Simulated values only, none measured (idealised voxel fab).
This is a process module. Its name is voxel ribs on slabs.
For reference, the cross-section in this document is cut, with width 230 nm and square cells of 5 nm.
Reading order for cross-sections: top band down to bottom band. Underlying form: a grid of square cells. Band size: one or more rows of cells.
The band entry comprises the height of the band's top followed by the height of its bottom, expressed in nm, and subsequently the band's materials from left to right, each stated together with its width in nm. Where a single material is marked with the word "edge to edge", that material fills the band from edge to edge. The word "empty" represents empty space.
We count height from 0. Below that, the starting wafer is all one material. The lowest band never ends at the bottom but goes on down; see "0 -> down" for how that is written.
The expression "30 to 40" gives the width at the extremes of the band, the first number at its top row of cells and the second at its bottom row, with the width changing by equal amounts from each row to the next in between.
Take "stayed the same" at face value: in the step it is given for, the cross-section changed in none of its cells.
What "Sealed void list" gives you is every empty space of 8 cells or more that is cut off from the top. Each appears as width x height at distance, with the distance taken from the left edge and width, height and distance all in nm.
That trailing text on a step's line, after the settings, is the simulator's own remark on the step.
A step's line can hold "overlay nm"; with a mask on that step, the setting says how far right of the planned place the mask lay, while a negative setting says it lay to the left.

### The steps planned for the process are as follows
1. RECEIVE,material Si
2. DIRECTIONAL_DEP,material SiO2,thk nm 25
3. DIRECTIONAL_DEP,material SiN,thk nm 20
4. PATTERN,tone cover,mask id RIB,material resist,width nm 20,thk nm 15,overlay nm 0
5. DIRECTIONAL_ETCH,etch materials SiN,depth nm 5
6. STRIP,etch materials resist
7. PATTERN,tone cover,mask id SLAB,material resist,width nm 50,thk nm 20,overlay nm 0
8. DIRECTIONAL_ETCH,etch materials SiN,depth nm 15
9. STRIP,etch materials resist
10. FILL_DEP,material SiO2,thk nm 15
11. CMP,height nm 55
12. DIRECTIONAL_DEP,material W,thk nm 5
13. PATTERN,tone cover,mask id HEATER,material resist,width nm 30,thk nm 20,overlay nm 0
14. DIRECTIONAL_ETCH,etch materials W,depth nm 5
15. STRIP,etch materials resist
16. CONFORMAL_DEP,material SiN,thk nm 10

### Run as planned: first of two wafers

### So this is the incoming wafer in cross-section - it's already been through step 1
	0 -> down | Si edge to edge
	Sealed void list: none

### Wafer after step 2 (cross-section)
	25 -> 0 | SiO2 edge to edge
	Below 0, the layers are the same as they were.

### Wafer after step 3 (cross-section)
	45 -> 25 | SiN edge to edge
	Below 25, the layers are the same as they were.

### Wafer after step 4 (cross-section)
	60 -> 45 | 105 empty | 20 resist | 105 empty
	Below 45, the layers are the same as they were.

### Wafer after step 5 (cross-section)
	60 -> 45 | 105 empty | 20 resist | 105 empty
	45 -> 40 | 105 empty | 20 SiN | 105 empty
	Below 40, the layers are the same as they were.

### Wafer after step 6 (cross-section)
	45 -> 40 | 105 empty | 20 SiN | 105 empty
	Below 40, the layers are the same as they were.

### Wafer after step 7 (cross-section)
	65 -> 45 | 90 empty | 50 resist | 90 empty
	45 -> 40 | 90 empty | 15 resist | 20 SiN | 15 resist | 90 empty
	Below 40, the layers are the same as they were.

### Wafer after step 8 (cross-section)
	65 -> 45 | 90 empty | 50 resist | 90 empty
	45 -> 40 | 90 empty | 15 resist | 20 SiN | 15 resist | 90 empty
	40 -> 25 | 90 empty | 50 SiN | 90 empty
	Below 25, the layers are the same as they were.

### Wafer after step 9 (cross-section)
	45 -> 40 | 105 empty | 20 SiN | 105 empty
	Below 40, the layers are the same as they were.

### Wafer after step 10 (cross-section)
	60 -> 45 | SiO2 edge to edge
	45 -> 40 | 105 SiO2 | 20 SiN | 105 SiO2
	40 -> 25 | 90 SiO2 | 50 SiN | 90 SiO2
	Below 25, the layers are the same as they were.

### Wafer after step 11 (cross-section)
	55 -> 45 | SiO2 edge to edge
	Below 45, the layers are the same as they were.

### Wafer after step 12 (cross-section)
	60 -> 55 | W edge to edge
	Below 55, the layers are the same as they were.

### Wafer after step 13 (cross-section)
	80 -> 60 | 100 empty | 30 resist | 100 empty
	Below 60, the layers are the same as they were.

### Wafer after step 14 (cross-section)
	80 -> 60 | 100 empty | 30 resist | 100 empty
	60 -> 55 | 100 empty | 30 W | 100 empty
	Below 55, the layers are the same as they were.

### Wafer after step 15 (cross-section)
	60 -> 55 | 100 empty | 30 W | 100 empty
	Below 55, the layers are the same as they were.

### Wafer after step 16 (cross-section)
	70 -> 65 | 90 empty | 50 SiN | 90 empty
	65 -> 60 | SiN edge to edge
	60 -> 55 | 100 SiN | 30 W | 100 SiN
	Below 55, the layers are the same as they were.

### The remaining wafer, second of the two, started like the first and was run to the same plan, except that one mistake was made along the way; the two coincide through step 1, inclusive

### Second wafer shown in cross-section at the time step 2 was slated to end
	50 -> 0 | SiO2 edge to edge
	Below 0, the layers are the same as they were.

### Second wafer shown in cross-section at the time step 3 was slated to end
	70 -> 50 | SiN edge to edge
	Below 50, the layers are the same as they were.

### Second wafer shown in cross-section at the time step 4 was slated to end
	85 -> 70 | 105 empty | 20 resist | 105 empty
	Below 70, the layers are the same as they were.

### Second wafer shown in cross-section at the time step 5 was slated to end
	85 -> 70 | 105 empty | 20 resist | 105 empty
	70 -> 65 | 105 empty | 20 SiN | 105 empty
	Below 65, the layers are the same as they were.

### Second wafer shown in cross-section at the time step 6 was slated to end
	70 -> 65 | 105 empty | 20 SiN | 105 empty
	Below 65, the layers are the same as they were.

### Second wafer shown in cross-section at the time step 7 was slated to end
	90 -> 70 | 90 empty | 50 resist | 90 empty
	70 -> 65 | 90 empty | 15 resist | 20 SiN | 15 resist | 90 empty
	Below 65, the layers are the same as they were.

### Second wafer shown in cross-section at the time step 8 was slated to end
	90 -> 70 | 90 empty | 50 resist | 90 empty
	70 -> 65 | 90 empty | 15 resist | 20 SiN | 15 resist | 90 empty
	65 -> 50 | 90 empty | 50 SiN | 90 empty
	Below 50, the layers are the same as they were.

### Second wafer shown in cross-section at the time step 9 was slated to end
	70 -> 65 | 105 empty | 20 SiN | 105 empty
	Below 65, the layers are the same as they were.

### Second wafer shown in cross-section at the time step 10 was slated to end
	85 -> 70 | SiO2 edge to edge
	70 -> 65 | 105 SiO2 | 20 SiN | 105 SiO2
	65 -> 50 | 90 SiO2 | 50 SiN | 90 SiO2
	Below 50, the layers are the same as they were.

### Second wafer shown in cross-section at the time step 11 was slated to end
	55 -> 50 | 90 SiO2 | 50 SiN | 90 SiO2
	Below 50, the layers are the same as they were.

### Second wafer shown in cross-section at the time step 12 was slated to end
	60 -> 55 | W edge to edge
	Below 55, the layers are the same as they were.

### Second wafer shown in cross-section at the time step 13 was slated to end
	80 -> 60 | 100 empty | 30 resist | 100 empty
	Below 60, the layers are the same as they were.

### Second wafer shown in cross-section at the time step 14 was slated to end
	80 -> 60 | 100 empty | 30 resist | 100 empty
	60 -> 55 | 100 empty | 30 W | 100 empty
	Below 55, the layers are the same as they were.

### Second wafer shown in cross-section at the time step 15 was slated to end
	60 -> 55 | 100 empty | 30 W | 100 empty
	Below 55, the layers are the same as they were.

### Second wafer shown in cross-section at the time step 16 was slated to end
	70 -> 65 | 90 empty | 50 SiN | 90 empty
	65 -> 60 | SiN edge to edge
	60 -> 55 | 100 SiN | 30 W | 100 SiN
	Below 55, the layers are the same as they were.
It is concluded that the wafer was processed incorrectly with respect to the plan, in that twice, step 2 of the plan was run
Count the cells at the end and the second wafer has more or fewer of some materials than the first: 24 fewer of SiN | 24 more of SiO2
